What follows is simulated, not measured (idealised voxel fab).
Presented below is a process module, voxel wiring stack.
The figure presents cross-section cut, which has a width of 190 nm and is divided into square cells with an edge length of 5 nm.
The cross-sections in this document take the form of a grid made of square cells. They are written out as bands, in order from top to bottom. Each band consists of one or more rows of cells.
Read a band's entry like this: the first values are the height of its top and the height of its bottom in nm, and what follows is the sequence of materials from left to right, each with its width in nm. Note that "blank" is empty space, and that a single material marked "full width" reaches across the band from edge to edge.
The level at which height equals 0 is the one under which the wafer, as it arrives, is entirely one material. No lower edge exists for the bottom band, which continues downward and is notated as in "0 nm and below".
Note: "30->40" means the width goes from the first number (top row of the band) to the second number (bottom row) in equal steps per row of cells.
Given "all unchanged" for a step, no cell of the cross-section differs between before and after that step.
You'll see "Unvented cavities" listing empty spaces that have no way open to the top, as long as they're 8 cells or more; the notation is width x height at distance, where the distance is from the left edge, and all of it is in nm.
If you see something after the settings on a step's line, that's the simulator's own remark about that step.
The optional step-line setting "overlay nm" applies to steps with a mask and quantifies how far to the right of its planned location the mask lay, a negative value indicating leftward placement.
These are the steps we planned for the process
step 1: RECEIVE (material Si)
step 2: CONFORMAL_DEP (material SiO2; thk nm 10)
step 3: CONFORMAL_DEP (material SiN; thk nm 5)
step 4: DIRECTIONAL_DEP (material lowk; thk nm 15)
step 5: DIRECTIONAL_DEP (material aC; thk nm 10)
step 6: PATTERN (tone open; mask id METAL_1; material resist; width nm 25; pitch nm 50; thk nm 30; overlay nm 0)
step 7: DIRECTIONAL_ETCH (etch materials aC; depth nm 10)
step 8: STRIP (etch materials resist)
step 9: DIRECTIONAL_ETCH (etch materials lowk; depth nm 15)
step 10: DIRECTIONAL_ETCH (etch materials SiN; depth nm 5)
step 11: STRIP (etch materials aC)
step 12: CONFORMAL_DEP (material TiN; thk nm 5)
step 13: FILL_DEP (material Cu; thk nm 5)
step 14: CMP (height nm 30)
step 15: EPI (material Ru; thk nm 5)
step 16: FILL_DEP (material SiCN; thk nm 5)
step 17: DIRECTIONAL_DEP (material SiO2; thk nm 25)
step 18: DIRECTIONAL_DEP (material aC; thk nm 15)
step 19: PATTERN (tone open; mask id METAL_2; material resist; width nm 25; pitch nm 50; thk nm 30; overlay nm 0)
step 20: DIRECTIONAL_ETCH (etch materials aC; depth nm 15)
step 21: STRIP (etch materials resist)
step 22: DIRECTIONAL_ETCH (etch materials SiO2; depth nm 15)
step 23: STRIP (etch materials aC)
step 24: MASKED_ETCH (tone open; mask id METAL_2_HOLES; width nm 15; etch materials SiO2; depth nm 10; overlay nm 0)
step 25: MASKED_ETCH (tone open; mask id METAL_2_HOLES; width nm 15; etch materials SiCN; depth nm 5; overlay nm 0)
step 26: CONFORMAL_DEP (material TiN; thk nm 5)
step 27: FILL_DEP (material Cu; thk nm 5)
step 28: CMP (height nm 65)
step 29: CONFORMAL_DEP (material SiCN; thk nm 5)
Step 1 complete: cross-section of the wafer as received
    0 nm and below | Si full width
    Unvented cavities: none
The following cross-section depicts the wafer upon conclusion of the module. Processing commenced from the starting condition illustrated above and adhered to the plan illustrated above, save for one mistake in execution
    70 nm to 65 nm | SiCN full width
    65 nm to 55 nm | Cu=65->50; TiN=5->20; SiO2=10; TiN=5; Cu=15; TiN=5; SiO2=25; TiN=5; Cu=55
    55 nm to 50 nm | TiN=55; SiO2=25; TiN=25; SiO2=25; TiN=60
    50 nm to 40 nm | SiO2 full width
    40 nm to 35 nm | SiCN full width
    35 nm to 30 nm | SiCN=50; Ru=35; SiCN=15; Ru=35; SiCN=55
    30 nm to 15 nm | lowk=55; TiN=5; Cu=15; TiN=5; lowk=25; TiN=5; Cu=15; TiN=5; lowk=60
    15 nm to 10 nm | SiN=55; TiN=25; SiN=25; TiN=25; SiN=60
    10 nm to 0 nm | SiO2 full width
    0 nm and below | Si full width
    Unvented cavities: none
Misprocessing identified: not per plan at step 19, really ran PATTERN (tone cover; mask id METAL_2; material resist; width nm 25; pitch nm 50; thk nm 30; overlay nm 0)
